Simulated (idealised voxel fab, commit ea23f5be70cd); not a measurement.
Name of the process module below: voxel self aligned vias
The figure presents cross-section cut, which has a width of 200 nm and is divided into square cells with an edge length of 5 nm.
Heads up, the way a cross-section reads in here is a grid of square cells, handed over as bands from the top down, with every band being one or more rows of cells. Top height, bottom height, nm. Materials left to right, width each, nm. Single material + "full width" = fills band edge to edge. "blank" = empty. All heights in this document are referenced to 0, defined as the level beneath which the wafer, as received, consists entirely of one material. The lowest band is not bounded below; it extends indefinitely downward and is written in the form "from 0 down". A width given as "30..40" starts at the first number in the band's top row and ends at the second number in its bottom row, shifting by an equal amount at every step from row to row. For the purposes of this document, the phrase "identical to before" attached to a step denotes that no cell within the cross-section was modified by that step. In the "Internal closed voids" entry, you get each enclosed empty space of 8 cells or more, one with no open way to the top, written width x height at distance, distance from the left edge, in nm. Past the settings on a step's line: simulator remark, on that step. overlay nm: mask right of planned place by this much (step with mask). Neg. = left.
The process steps that were planned are listed below:
1: RECEIVE | material Si
2: CONFORMAL_DEP | material SiO2 | thk nm 10
3: CONFORMAL_DEP | material SiCN | thk nm 5
4: DIRECTIONAL_DEP | material SiO2 | thk nm 30
5: PATTERN | tone open | mask id LINES | material resist | width nm 30 | pitch nm 70 | thk nm 15 | overlay nm 0
6: DIRECTIONAL_ETCH | etch materials SiO2 | depth nm 30
7: STRIP | etch materials resist
8: CONFORMAL_DEP | material TiN | thk nm 5
9: FILL_DEP | material Ru | thk nm 10
10: CMP | height nm 45
11: SELECTIVE_ETCH | etch materials W Ru TiN | depth nm 5
12: FILL_DEP | material SiN | thk nm 5
13: CMP | height nm 45
14: DIRECTIONAL_DEP | material SiO2 | thk nm 20
15: PATTERN | tone open | mask id VIAS | material resist | width nm 50 | pitch nm 70 | thk nm 15 | overlay nm 0
16: DIRECTIONAL_ETCH | etch materials SiO2 | depth nm 20
17: DIRECTIONAL_ETCH | etch materials SiN | depth nm 5
18: STRIP | etch materials resist
19: CONFORMAL_DEP | material TiN | thk nm 5
20: FILL_DEP | material W | thk nm 5
21: CMP | height nm 65
22: CONFORMAL_DEP | material SiCN | thk nm 5
Wafer, first of two, run as planned:
Wafer as received: cross-section following step 1:
from 0 down = Si full width
Internal closed voids: none
Cross-section through the wafer, step 2 finished:
from 10 to 0 = SiO2 full width
Below 0, the layers are the same as they were.
Cross-section through the wafer, step 3 finished:
from 15 to 10 = SiCN full width
Below 10, the layers are the same as they were.
Cross-section through the wafer, step 4 finished:
from 45 to 15 = SiO2 full width
Below 15, the layers are the same as they were.
Cross-section through the wafer, step 5 finished:
from 60 to 45 = 50 nm resist | 30 nm blank | 40 nm resist | 30 nm blank | 50 nm resist
Below 45, the layers are the same as they were.
Cross-section through the wafer, step 6 finished:
from 60 to 45 = 50 nm resist | 30 nm blank | 40 nm resist | 30 nm blank | 50 nm resist
from 45 to 15 = 50 nm SiO2 | 30 nm blank | 40 nm SiO2 | 30 nm blank | 50 nm SiO2
Below 15, the layers are the same as they were.
Cross-section through the wafer, step 7 finished:
from 45 to 15 = 50 nm SiO2 | 30 nm blank | 40 nm SiO2 | 30 nm blank | 50 nm SiO2
Below 15, the layers are the same as they were.
Cross-section through the wafer, step 8 finished:
from 50 to 45 = 55 nm TiN | 20 nm blank | 50 nm TiN | 20 nm blank | 55 nm TiN
from 45 to 20 = 50 nm SiO2 | 5 nm TiN | 20 nm blank | 5 nm TiN | 40 nm SiO2 | 5 nm TiN | 20 nm blank | 5 nm TiN | 50 nm SiO2
from 20 to 15 = 50 nm SiO2 | 30 nm TiN | 40 nm SiO2 | 30 nm TiN | 50 nm SiO2
Below 15, the layers are the same as they were.
Cross-section through the wafer, step 9 finished:
from 60 to 50 = Ru full width
from 50 to 45 = 55 nm TiN | 20 nm Ru | 50 nm TiN | 20 nm Ru | 55 nm TiN
from 45 to 20 = 50 nm SiO2 | 5 nm TiN | 20 nm Ru | 5 nm TiN | 40 nm SiO2 | 5 nm TiN | 20 nm Ru | 5 nm TiN | 50 nm SiO2
Below 20, the layers are the same as they were.
Cross-section through the wafer, step 10 finished:
from 45 to 20 = 50 nm SiO2 | 5 nm TiN | 20 nm Ru | 5 nm TiN | 40 nm SiO2 | 5 nm TiN | 20 nm Ru | 5 nm TiN | 50 nm SiO2
Below 20, the layers are the same as they were.
Cross-section through the wafer, step 11 finished:
from 45 to 40 = 50 nm SiO2 | 30 nm blank | 40 nm SiO2 | 30 nm blank | 50 nm SiO2
Below 40, the layers are the same as they were.
Cross-section through the wafer, step 12 finished:
from 50 to 45 = SiN full width
from 45 to 40 = 50 nm SiO2 | 30 nm SiN | 40 nm SiO2 | 30 nm SiN | 50 nm SiO2
Below 40, the layers are the same as they were.
Cross-section through the wafer, step 13 finished:
from 45 to 40 = 50 nm SiO2 | 30 nm SiN | 40 nm SiO2 | 30 nm SiN | 50 nm SiO2
Below 40, the layers are the same as they were.
Cross-section through the wafer, step 14 finished:
from 65 to 45 = SiO2 full width
Below 45, the layers are the same as they were.
Cross-section through the wafer, step 15 finished:
from 80 to 65 = 40 nm resist | 50 nm blank | 20 nm resist | 50 nm blank | 40 nm resist
Below 65, the layers are the same as they were.
Cross-section through the wafer, step 16 finished:
from 80 to 65 = 40 nm resist | 50 nm blank | 20 nm resist | 50 nm blank | 40 nm resist
from 65 to 45 = 40 nm SiO2 | 50 nm blank | 20 nm SiO2 | 50 nm blank | 40 nm SiO2
Below 45, the layers are the same as they were.
Cross-section through the wafer, step 17 finished:
from 80 to 65 = 40 nm resist | 50 nm blank | 20 nm resist | 50 nm blank | 40 nm resist
from 65 to 45 = 40 nm SiO2 | 50 nm blank | 20 nm SiO2 | 50 nm blank | 40 nm SiO2
from 45 to 40 = 50 nm SiO2 | 30 nm blank | 40 nm SiO2 | 30 nm blank | 50 nm SiO2
Below 40, the layers are the same as they were.
Cross-section through the wafer, step 18 finished:
from 65 to 45 = 40 nm SiO2 | 50 nm blank | 20 nm SiO2 | 50 nm blank | 40 nm SiO2
Below 45, the layers are the same as they were.
Cross-section through the wafer, step 19 finished:
from 70 to 65 = 45 nm TiN | 40 nm blank | 30 nm TiN | 40 nm blank | 45 nm TiN
from 65 to 50 = 40 nm SiO2 | 5 nm TiN | 40 nm blank | 5 nm TiN | 20 nm SiO2 | 5 nm TiN | 40 nm blank | 5 nm TiN | 40 nm SiO2
from 50 to 45 = 40 nm SiO2 | 15 nm TiN | 20 nm blank | 15 nm TiN | 20 nm SiO2 | 15 nm TiN | 20 nm blank | 15 nm TiN | 40 nm SiO2
from 45 to 40 = 50 nm SiO2 | 30 nm TiN | 40 nm SiO2 | 30 nm TiN | 50 nm SiO2
Below 40, the layers are the same as they were.
Cross-section through the wafer, step 20 finished:
from 75 to 70 = W full width
from 70 to 65 = 45 nm TiN | 40 nm W | 30 nm TiN | 40 nm W | 45 nm TiN
from 65 to 50 = 40 nm SiO2 | 5 nm TiN | 40 nm W | 5 nm TiN | 20 nm SiO2 | 5 nm TiN | 40 nm W | 5 nm TiN | 40 nm SiO2
from 50 to 45 = 40 nm SiO2 | 15 nm TiN | 20 nm W | 15 nm TiN | 20 nm SiO2 | 15 nm TiN | 20 nm W | 15 nm TiN | 40 nm SiO2
Below 45, the layers are the same as they were.
Cross-section through the wafer, step 21 finished:
from 65 to 50 = 40 nm SiO2 | 5 nm TiN | 40 nm W | 5 nm TiN | 20 nm SiO2 | 5 nm TiN | 40 nm W | 5 nm TiN | 40 nm SiO2
Below 50, the layers are the same as they were.
Cross-section through the wafer, step 22 finished:
from 70 to 65 = SiCN full width
Below 65, the layers are the same as they were.
Second wafer. Start and plan as for the first. One mistake made in running. Agrees with the first up to and including step 2:
Second wafer shown in cross-section at the time step 3 was slated to end:
from 15 to 10 = Ru full width
Below 10, the layers are the same as they were.
Second wafer shown in cross-section at the time step 4 was slated to end:
from 45 to 15 = SiO2 full width
Below 15, the layers are the same as they were.
Second wafer shown in cross-section at the time step 5 was slated to end:
from 60 to 45 = 50 nm resist | 30 nm blank | 40 nm resist | 30 nm blank | 50 nm resist
Below 45, the layers are the same as they were.
Second wafer shown in cross-section at the time step 6 was slated to end:
from 60 to 45 = 50 nm resist | 30 nm blank | 40 nm resist | 30 nm blank | 50 nm resist
from 45 to 15 = 50 nm SiO2 | 30 nm blank | 40 nm SiO2 | 30 nm blank | 50 nm SiO2
Below 15, the layers are the same as they were.
Second wafer shown in cross-section at the time step 7 was slated to end:
from 45 to 15 = 50 nm SiO2 | 30 nm blank | 40 nm SiO2 | 30 nm blank | 50 nm SiO2
Below 15, the layers are the same as they were.
Second wafer shown in cross-section at the time step 8 was slated to end:
from 50 to 45 = 55 nm TiN | 20 nm blank | 50 nm TiN | 20 nm blank | 55 nm TiN
from 45 to 20 = 50 nm SiO2 | 5 nm TiN | 20 nm blank | 5 nm TiN | 40 nm SiO2 | 5 nm TiN | 20 nm blank | 5 nm TiN | 50 nm SiO2
from 20 to 15 = 50 nm SiO2 | 30 nm TiN | 40 nm SiO2 | 30 nm TiN | 50 nm SiO2
Below 15, the layers are the same as they were.
Second wafer shown in cross-section at the time step 9 was slated to end:
from 60 to 50 = Ru full width
from 50 to 45 = 55 nm TiN | 20 nm Ru | 50 nm TiN | 20 nm Ru | 55 nm TiN
from 45 to 20 = 50 nm SiO2 | 5 nm TiN | 20 nm Ru | 5 nm TiN | 40 nm SiO2 | 5 nm TiN | 20 nm Ru | 5 nm TiN | 50 nm SiO2
Below 20, the layers are the same as they were.
Second wafer shown in cross-section at the time step 10 was slated to end:
from 45 to 20 = 50 nm SiO2 | 5 nm TiN | 20 nm Ru | 5 nm TiN | 40 nm SiO2 | 5 nm TiN | 20 nm Ru | 5 nm TiN | 50 nm SiO2
Below 20, the layers are the same as they were.
Second wafer shown in cross-section at the time step 11 was slated to end:
from 45 to 40 = 50 nm SiO2 | 30 nm blank | 40 nm SiO2 | 30 nm blank | 50 nm SiO2
Below 40, the layers are the same as they were.
Second wafer shown in cross-section at the time step 12 was slated to end:
from 50 to 45 = SiN full width
from 45 to 40 = 50 nm SiO2 | 30 nm SiN | 40 nm SiO2 | 30 nm SiN | 50 nm SiO2
Below 40, the layers are the same as they were.
Second wafer shown in cross-section at the time step 13 was slated to end:
from 45 to 40 = 50 nm SiO2 | 30 nm SiN | 40 nm SiO2 | 30 nm SiN | 50 nm SiO2
Below 40, the layers are the same as they were.
Second wafer shown in cross-section at the time step 14 was slated to end:
from 65 to 45 = SiO2 full width
Below 45, the layers are the same as they were.
Second wafer shown in cross-section at the time step 15 was slated to end:
from 80 to 65 = 40 nm resist | 50 nm blank | 20 nm resist | 50 nm blank | 40 nm resist
Below 65, the layers are the same as they were.
Second wafer shown in cross-section at the time step 16 was slated to end:
from 80 to 65 = 40 nm resist | 50 nm blank | 20 nm resist | 50 nm blank | 40 nm resist
from 65 to 45 = 40 nm SiO2 | 50 nm blank | 20 nm SiO2 | 50 nm blank | 40 nm SiO2
Below 45, the layers are the same as they were.
Second wafer shown in cross-section at the time step 17 was slated to end:
from 80 to 65 = 40 nm resist | 50 nm blank | 20 nm resist | 50 nm blank | 40 nm resist
from 65 to 45 = 40 nm SiO2 | 50 nm blank | 20 nm SiO2 | 50 nm blank | 40 nm SiO2
from 45 to 40 = 50 nm SiO2 | 30 nm blank | 40 nm SiO2 | 30 nm blank | 50 nm SiO2
Below 40, the layers are the same as they were.
Second wafer shown in cross-section at the time step 18 was slated to end:
from 65 to 45 = 40 nm SiO2 | 50 nm blank | 20 nm SiO2 | 50 nm blank | 40 nm SiO2
Below 45, the layers are the same as they were.
Second wafer shown in cross-section at the time step 19 was slated to end:
from 70 to 65 = 45 nm TiN | 40 nm blank | 30 nm TiN | 40 nm blank | 45 nm TiN
from 65 to 50 = 40 nm SiO2 | 5 nm TiN | 40 nm blank | 5 nm TiN | 20 nm SiO2 | 5 nm TiN | 40 nm blank | 5 nm TiN | 40 nm SiO2
from 50 to 45 = 40 nm SiO2 | 15 nm TiN | 20 nm blank | 15 nm TiN | 20 nm SiO2 | 15 nm TiN | 20 nm blank | 15 nm TiN | 40 nm SiO2
from 45 to 40 = 50 nm SiO2 | 30 nm TiN | 40 nm SiO2 | 30 nm TiN | 50 nm SiO2
Below 40, the layers are the same as they were.
Second wafer shown in cross-section at the time step 20 was slated to end:
from 75 to 70 = W full width
from 70 to 65 = 45 nm TiN | 40 nm W | 30 nm TiN | 40 nm W | 45 nm TiN
from 65 to 50 = 40 nm SiO2 | 5 nm TiN | 40 nm W | 5 nm TiN | 20 nm SiO2 | 5 nm TiN | 40 nm W | 5 nm TiN | 40 nm SiO2
from 50 to 45 = 40 nm SiO2 | 15 nm TiN | 20 nm W | 15 nm TiN | 20 nm SiO2 | 15 nm TiN | 20 nm W | 15 nm TiN | 40 nm SiO2
Below 45, the layers are the same as they were.
Second wafer shown in cross-section at the time step 21 was slated to end:
from 65 to 50 = 40 nm SiO2 | 5 nm TiN | 40 nm W | 5 nm TiN | 20 nm SiO2 | 5 nm TiN | 40 nm W | 5 nm TiN | 40 nm SiO2
Below 50, the layers are the same as they were.
Second wafer shown in cross-section at the time step 22 was slated to end:
from 70 to 65 = SiCN full width
Below 65, the layers are the same as they were.
Short version of what went wrong: step 3 changed vs plan, executed as CONFORMAL_DEP | material Ru | thk nm 5
Materials where the second wafer ends with more or fewer cells than the first: Ru: 40 more; SiCN: 40 fewer
